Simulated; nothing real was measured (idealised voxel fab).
The process module that follows is named voxel ribs on slabs.
Xsec cut, 240 nm wide, square cell size 5 nm.
A cross-section is written here as square cells arranged in a grid, and it is given in bands from the top down, each band taking up one or more rows of cells.
It is stipulated that each band's entry specify, in nanometres, the height of the top of the band and then that of its bottom, followed by the materials of the band in left-to-right sequence, each together with its width in nanometres. A single material marked by the word "everywhere" is understood to fill the band from edge to edge; the word "blank" is understood to denote empty space.
A quick word on heights: they are counted from 0, and under that level the wafer as it came to us is one material throughout. The lowest band is different from the rest in having no bottom; it simply continues downward, written as in "0 nm and below".
Top row gets the first number, bottom row gets the second, and each row in between changes by the same step: that is how a band width like "30 to 40" works.
Take "stayed the same" at face value: in the step it is given for, the cross-section changed in none of its cells.
Empty spaces counting at least 8 cells and having no open way to the top are listed in "Fully sealed voids". The notation width x height at distance is used for each, the distance being from the left edge and all three values in nm.
Anything after a step's settings on that line? It's the simulator's own note about the step.
"overlay nm" denotes, for a step that has a mask, the displacement of the mask to the right of its planned place, with negative values corresponding to the left.

[These are the steps we planned for the process]
step 1: RECEIVE, material Si
step 2: DIRECTIONAL_DEP, material SiO2, thk nm 25
step 3: DIRECTIONAL_DEP, material SiN, thk nm 25
step 4: PATTERN, tone cover, mask id RIB, material resist, width nm 30, thk nm 20, overlay nm 0
step 5: DIRECTIONAL_ETCH, etch materials SiN, depth nm 5
step 6: STRIP, etch materials resist
step 7: PATTERN, tone cover, mask id SLAB, material resist, width nm 90, thk nm 15, overlay nm 0
step 8: DIRECTIONAL_ETCH, etch materials SiN, depth nm 20
step 9: STRIP, etch materials resist
step 10: FILL_DEP, material SiO2, thk nm 20
step 11: CMP, height nm 65
step 12: DIRECTIONAL_DEP, material W, thk nm 5
step 13: DIRECTIONAL_DEP, material aC, thk nm 10
step 14: PATTERN, tone cover, mask id HEATER, material resist, width nm 40, thk nm 30, overlay nm 0
step 15: DIRECTIONAL_ETCH, etch materials aC, depth nm 10
step 16: STRIP, etch materials resist
step 17: DIRECTIONAL_ETCH, etch materials W, depth nm 5
step 18: STRIP, etch materials aC
step 19: CONFORMAL_DEP, material SiO2, thk nm 5

[This is the cross-section of the wafer as we received it, i.e. after step 1]
> 0 nm and below = Si everywhere
> Fully sealed voids: none

[Same starting wafer, same plan as above, one mistake in the execution; this is the cross-section at the end of the module]
> 75 nm to 70 nm = blank=95 / SiO2=50 / blank=95
> 70 nm to 65 nm = SiO2=100 / W=40 / SiO2=100
> 65 nm to 50 nm = SiO2=75 / SiN=90 / SiO2=75
> 50 nm to 25 nm = SiN everywhere
> 25 nm to 0 nm = SiO2 everywhere
> 0 nm and below = Si everywhere
> Fully sealed voids: none
Deviation noted in wafer processing: yeah, plan step 3 got run twice
